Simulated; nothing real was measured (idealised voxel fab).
Name of the process module below: voxel spacer lines
The figure presents cross-section cut, which has a width of 185 nm and is divided into square cells with an edge length of 5 nm.
Notation: cross-section as square-cell grid; stated in bands, top first, going down; one or more cell rows per band.
Within each band entry, the heights of the top and of the bottom of the band appear first, in that order and in nm; the materials of the band then follow from left to right, each with its corresponding width in nm. The designation "full width" on a single material indicates that it fills the band from edge to edge; the designation "air" indicates empty space.
Beneath 0, the wafer as received is one material, and that level is where height counting begins. The lowest band goes on downward without a bottom; it is written like "0 nm and below".
When a width is written as two numbers, as in "30..40", the first number is the width in the top row of cells of the band and the second is the width in its bottom row, and the width changes by the same amount from each row to the next.
Where the words "nothing changed" appear for a step, the cross-section shows no cell changed by that step; every cell remained as before.
In "Closed void list" the enclosed voids are listed, meaning empty spaces of 8 cells or larger without any opening to the top. The form is width x height at distance, distance from the left edge, units nm.
Read whatever lies past the settings on a step's line as the simulator's own remark about the step.
Among the settings permitted on a step's line is "overlay nm"; applied to a step with a mask, it specifies the extent to which the mask lay to the right of its planned position, whereas a negative figure signifies a position to the left.

Process steps (planned)
- 1: RECEIVE | material Si
- 2: CONFORMAL_DEP | material Al2O3 | thk nm 10
- 3: DIRECTIONAL_DEP | material SiN | thk nm 10
- 4: DIRECTIONAL_DEP | material polySi | thk nm 30
- 5: PATTERN | tone cover | mask id MANDREL | material resist | width nm 20 | pitch nm 60 | thk nm 40 | overlay nm 0
- 6: DIRECTIONAL_ETCH | etch materials polySi | depth nm 30
- 7: STRIP | etch materials resist
- 8: CONFORMAL_DEP | material SiO2 | thk nm 10
- 9: DIRECTIONAL_ETCH | etch materials SiO2 | depth nm 10
- 10: STRIP | etch materials polySi
- 11: DIRECTIONAL_ETCH | etch materials SiN | depth nm 10
- 12: STRIP | etch materials SiO2

Here's what the wafer looked like in cross-section when it arrived - that's after step 1
- 0 nm and below: Si full width
- Closed void list: none

Cross-section: first of two wafers, module finished, run according to plan
- 20 nm to 10 nm: air (10)  SiN (10)  air (20)  SiN (10)  air (20)  SiN (10)  air (20)  SiN (10)  air (20)  SiN (10)  air (20)  SiN (10)  air (15)
- 10 nm to 0 nm: Al2O3 full width
- 0 nm and below: Si full width
- Closed void list: none

Cross-sectional view: second of two wafers, end of module; start and plan identical to the first, one mistake in running
- 50 nm to 20 nm: Al2O3 full width
- 20 nm to 10 nm: SiN full width
- 10 nm to 0 nm: Al2O3 full width
- 0 nm and below: Si full width
- Closed void list: none
What was done differently from what was planned? planned and actual differ for step 4; actual: DIRECTIONAL_DEP | material Al2O3 | thk nm 30
It is noted that, at the conclusion of processing, the second wafer exhibits a higher or lower cell count for certain materials relative to the first: 222 more of Al2O3 | 50 more of SiN
